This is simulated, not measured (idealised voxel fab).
The document below concerns the process module designated voxel air gaps.
The cross-section on display is named cut; it measures 270 nm wide, and its cells are 5 nm squares.
Cross-sections here: square-cell grids, written as top-down lists of bands, a band being one or more rows of cells. Band: top height; bottom height; in nm. Then, left to right: material with width in nm, for each material. "edge to edge": a single material spanning edge to edge. "air": empty space. Ref level 0: as-received wafer is one material below here. Bottom band extends down with no lower bound ("from 0 down"). Read "30 to 40" as a graded width: first number on top, second number at the bottom, same change between each pair of neighbouring rows. "identical to before" (step): cross-section cells unchanged, all of them. Empty spaces counting at least 8 cells and having no open way to the top are listed in "Closed void list". The notation width x height at distance is used for each, the distance being from the left edge and all three values in nm. Note: text after step settings on the step line = simulator remark on that step. A step's line can hold "overlay nm"; with a mask on that step, the setting says how far right of the planned place the mask lay, while a negative setting says it lay to the left.
# The process steps that were planned are listed below
1. RECEIVE: material Si
2. CONFORMAL_DEP: material SiO2, thk nm 10
3. CONFORMAL_DEP: material SiCN, thk nm 5
4. DIRECTIONAL_DEP: material lowk, thk nm 40
5. DIRECTIONAL_DEP: material aC, thk nm 15
6. PATTERN: tone open, mask id LINES, material resist, width nm 15, pitch nm 40, thk nm 35, overlay nm 0
7. DIRECTIONAL_ETCH: etch materials aC, depth nm 15
8. STRIP: etch materials resist
9. DIRECTIONAL_ETCH: etch materials lowk, depth nm 40
10. STRIP: etch materials aC
11. CONFORMAL_DEP: material TiN, thk nm 5
12. FILL_DEP: material W, thk nm 10
13. CMP: height nm 55
14. EPI: material Ru, thk nm 10
15. SELECTIVE_ETCH: etch materials lowk, depth nm 50
16. CONFORMAL_DEP: material SiCN, thk nm 5
# First of two wafers, with the run carried out as planned
# The cross-section here shows the wafer as received, i.e. in its state after step 1
* from 0 down = Si edge to edge
* Closed void list: none
# Cross-section: wafer state after step 2
* from 10 to 0 = SiO2 edge to edge
* Below 0, no change.
# Cross-section: wafer state after step 3
* from 15 to 10 = SiCN edge to edge
* Below 10, no change.
# Cross-section: wafer state after step 4
* from 55 to 15 = lowk edge to edge
* Below 15, no change.
# Cross-section: wafer state after step 5
* from 70 to 55 = aC edge to edge
* Below 55, no change.
# Cross-section: wafer state after step 6
* from 105 to 70 = resist: 85; air: 15; resist: 25; air: 15; resist: 25; air: 15; resist: 90
* Below 70, no change.
# Cross-section: wafer state after step 7
* from 90 to 70 = resist: 85; air: 15; resist: 25; air: 15; resist: 25; air: 15; resist: 90
* from 70 to 55 = aC: 85; air: 15; aC: 25; air: 15; aC: 25; air: 15; aC: 90
* Below 55, no change.
# Cross-section: wafer state after step 8
* from 70 to 55 = aC: 85; air: 15; aC: 25; air: 15; aC: 25; air: 15; aC: 90
* Below 55, no change.
# Cross-section: wafer state after step 9
* from 70 to 55 = aC: 85; air: 15; aC: 25; air: 15; aC: 25; air: 15; aC: 90
* from 55 to 15 = lowk: 85; air: 15; lowk: 25; air: 15; lowk: 25; air: 15; lowk: 90
* Below 15, no change.
# Cross-section: wafer state after step 10
* from 55 to 15 = lowk: 85; air: 15; lowk: 25; air: 15; lowk: 25; air: 15; lowk: 90
* Below 15, no change.
# Cross-section: wafer state after step 11
* from 60 to 55 = TiN: 90; air: 5; TiN: 35; air: 5; TiN: 35; air: 5; TiN: 95
* from 55 to 20 = lowk: 85; TiN: 5; air: 5; TiN: 5; lowk: 25; TiN: 5; air: 5; TiN: 5; lowk: 25; TiN: 5; air: 5; TiN: 5; lowk: 90
* from 20 to 15 = lowk: 85; TiN: 15; lowk: 25; TiN: 15; lowk: 25; TiN: 15; lowk: 90
* Below 15, no change.
# Cross-section: wafer state after step 12
* from 70 to 60 = W edge to edge
* from 60 to 55 = TiN: 90; W: 5; TiN: 35; W: 5; TiN: 35; W: 5; TiN: 95
* from 55 to 20 = lowk: 85; TiN: 5; W: 5; TiN: 5; lowk: 25; TiN: 5; W: 5; TiN: 5; lowk: 25; TiN: 5; W: 5; TiN: 5; lowk: 90
* Below 20, no change.
# Cross-section: wafer state after step 13
* from 55 to 20 = lowk: 85; TiN: 5; W: 5; TiN: 5; lowk: 25; TiN: 5; W: 5; TiN: 5; lowk: 25; TiN: 5; W: 5; TiN: 5; lowk: 90
* Below 20, no change.
# Cross-section: wafer state after step 14
* from 65 to 55 = air: 75; Ru: 35; air: 5; Ru: 35; air: 5; Ru: 35; air: 80
* Below 55, no change.
# Cross-section: wafer state after step 15
* from 65 to 55 = air: 75; Ru: 35; air: 5; Ru: 35; air: 5; Ru: 35; air: 80
* from 55 to 20 = air: 85; TiN: 5; W: 5; TiN: 5; air: 25; TiN: 5; W: 5; TiN: 5; air: 25; TiN: 5; W: 5; TiN: 5; air: 90
* from 20 to 15 = air: 85; TiN: 15; air: 25; TiN: 15; air: 25; TiN: 15; air: 90
* Below 15, no change.
# Cross-section: wafer state after step 16
* from 70 to 65 = air: 70; SiCN: 125; air: 75
* from 65 to 55 = air: 70; SiCN: 5; Ru: 35; SiCN: 5; Ru: 35; SiCN: 5; Ru: 35; SiCN: 5; air: 75
* from 55 to 50 = air: 70; SiCN: 15; TiN: 5; W: 5; TiN: 5; SiCN: 25; TiN: 5; W: 5; TiN: 5; SiCN: 25; TiN: 5; W: 5; TiN: 5; SiCN: 15; air: 75
* from 50 to 20 = air: 80; SiCN: 5; TiN: 5; W: 5; TiN: 5; SiCN: 5; air: 15; SiCN: 5; TiN: 5; W: 5; TiN: 5; SiCN: 5; air: 15; SiCN: 5; TiN: 5; W: 5; TiN: 5; SiCN: 5; air: 85
* from 20 to 15 = SiCN: 85; TiN: 15; SiCN: 25; TiN: 15; SiCN: 25; TiN: 15; SiCN: 90
* Below 15, no change.
* Closed void list: 15 x 30 at 105; 15 x 30 at 145
# Here the second wafer is described. Its start and its plan were those of the first wafer. Its run contained one mistake. Up to and including step 5, it did exactly what the first wafer did
# Cross-section of the second wafer corresponding to the planned conclusion of step 6
* from 105 to 70 = resist: 80; air: 25; resist: 15; air: 25; resist: 15; air: 25; resist: 85
* Below 70, no change.
# Cross-section of the second wafer corresponding to the planned conclusion of step 7
* from 90 to 70 = resist: 80; air: 25; resist: 15; air: 25; resist: 15; air: 25; resist: 85
* from 70 to 55 = aC: 80; air: 25; aC: 15; air: 25; aC: 15; air: 25; aC: 85
* Below 55, no change.
# Cross-section of the second wafer corresponding to the planned conclusion of step 8
* from 70 to 55 = aC: 80; air: 25; aC: 15; air: 25; aC: 15; air: 25; aC: 85
* Below 55, no change.
# Cross-section of the second wafer corresponding to the planned conclusion of step 9
* from 70 to 55 = aC: 80; air: 25; aC: 15; air: 25; aC: 15; air: 25; aC: 85
* from 55 to 15 = lowk: 80; air: 25; lowk: 15; air: 25; lowk: 15; air: 25; lowk: 85
* Below 15, no change.
# Cross-section of the second wafer corresponding to the planned conclusion of step 10
* from 55 to 15 = lowk: 80; air: 25; lowk: 15; air: 25; lowk: 15; air: 25; lowk: 85
* Below 15, no change.
# Cross-section of the second wafer corresponding to the planned conclusion of step 11
* from 60 to 55 = TiN: 85; air: 15; TiN: 25; air: 15; TiN: 25; air: 15; TiN: 90
* from 55 to 20 = lowk: 80; TiN: 5; air: 15; TiN: 5; lowk: 15; TiN: 5; air: 15; TiN: 5; lowk: 15; TiN: 5; air: 15; TiN: 5; lowk: 85
* from 20 to 15 = lowk: 80; TiN: 25; lowk: 15; TiN: 25; lowk: 15; TiN: 25; lowk: 85
* Below 15, no change.
# Cross-section of the second wafer corresponding to the planned conclusion of step 12
* from 70 to 60 = W edge to edge
* from 60 to 55 = TiN: 85; W: 15; TiN: 25; W: 15; TiN: 25; W: 15; TiN: 90
* from 55 to 20 = lowk: 80; TiN: 5; W: 15; TiN: 5; lowk: 15; TiN: 5; W: 15; TiN: 5; lowk: 15; TiN: 5; W: 15; TiN: 5; lowk: 85
* Below 20, no change.
# Cross-section of the second wafer corresponding to the planned conclusion of step 13
* from 55 to 20 = lowk: 80; TiN: 5; W: 15; TiN: 5; lowk: 15; TiN: 5; W: 15; TiN: 5; lowk: 15; TiN: 5; W: 15; TiN: 5; lowk: 85
* Below 20, no change.
# Cross-section of the second wafer corresponding to the planned conclusion of step 14
* from 65 to 55 = air: 70; Ru: 125; air: 75
* Below 55, no change.
# Cross-section of the second wafer corresponding to the planned conclusion of step 15
* from 65 to 55 = air: 70; Ru: 125; air: 75
* from 55 to 20 = air: 80; TiN: 5; W: 15; TiN: 5; lowk: 15; TiN: 5; W: 15; TiN: 5; lowk: 15; TiN: 5; W: 15; TiN: 5; air: 85
* from 20 to 15 = air: 80; TiN: 25; lowk: 15; TiN: 25; lowk: 15; TiN: 25; air: 85
* Below 15, no change.
# Cross-section of the second wafer corresponding to the planned conclusion of step 16
* from 70 to 65 = air: 65; SiCN: 135; air: 70
* from 65 to 55 = air: 65; SiCN: 5; Ru: 125; SiCN: 5; air: 70
* from 55 to 50 = air: 65; SiCN: 15; TiN: 5; W: 15; TiN: 5; lowk: 15; TiN: 5; W: 15; TiN: 5; lowk: 15; TiN: 5; W: 15; TiN: 5; SiCN: 15; air: 70
* from 50 to 20 = air: 75; SiCN: 5; TiN: 5; W: 15; TiN: 5; lowk: 15; TiN: 5; W: 15; TiN: 5; lowk: 15; TiN: 5; W: 15; TiN: 5; SiCN: 5; air: 80
* from 20 to 15 = SiCN: 80; TiN: 25; lowk: 15; TiN: 25; lowk: 15; TiN: 25; SiCN: 85
* Below 15, no change.
Deviation from plan: heads up, step 6 didn't go per plan, it actually ran as PATTERN: tone open, mask id LINES, material resist, width nm 25, pitch nm 40, thk nm 35, overlay nm 0
Count the cells at the end and the second wafer has more or fewer of some materials than the first: Ru: 8 more, SiCN: 48 fewer, TiN: 6 more, W: 42 more, lowk: 48 more
Final observation: first wafer, 2 closed voids; second wafer, 0 closed voids.
